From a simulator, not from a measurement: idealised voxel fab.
process module | voxel released beams
cross-section cut | 200 nm wide | cells 5 nm
A cross-section is a grid of square cells, given in bands from the top down. A band is one or more rows of cells.
Each band's line starts with the height of the band's top and of its bottom, in nm. Then come its materials from left to right, each with its width in nm. One material with "throughout" fills the band from edge to edge. "air" is empty space.
Height 0 is the level under which the wafer as received is all one material. The lowest band goes on downwards, as in "0 down".
A width such as "30 to 40" changes by the same amount from each row of cells to the next, from the band's top row to its bottom row.
"no change" after a step means that no cell of the cross-section changed.
closed voids: empty space of 8 cells or more with no open way to the top, each as width x height at its distance from the left edge, in nm
after a step's settings: what the simulator itself notes on the step
overlay nm, on a step with a mask: how far to the right of its planned place the mask lay; to the left if negative
plan
1 op RECEIVE | material Si
2 op CONFORMAL_DEP | material SiN | thk nm 5
3 op DIRECTIONAL_DEP | material SiO2 | thk nm 20
4 op DIRECTIONAL_DEP | material aC | thk nm 15
5 op PATTERN | tone open | mask id ANCHOR | material resist | width nm 35 | thk nm 30 | overlay nm 0
6 op DIRECTIONAL_ETCH | etch materials aC | depth nm 15
7 op STRIP | etch materials resist
8 op DIRECTIONAL_ETCH | etch materials SiO2 | depth nm 20
9 op STRIP | etch materials aC
10 op CONFORMAL_DEP | material TiN | thk nm 15
11 op PATTERN | tone cover | mask id BEAM | material resist | width nm 80 | thk nm 20 | overlay nm 0
12 op DIRECTIONAL_ETCH | etch materials TiN | depth nm 15
13 op STRIP | etch materials resist
14 op STRIP | etch materials SiO2
as received, after step 1
  0 down: Si throughout
  closed voids: none
a wafer at the end: this start, this plan, one mistake
  35 to 20: air 55 | TiN 20 | air 5 | TiN 55 | air 65
  20 to 15: air 60 | TiN 15 | air 5 | TiN 15 | air 105
  15 to 0: air 60 | TiN 35 | air 105
  0 down: Si throughout
  closed voids: none
what went wrong: step 2 was left out
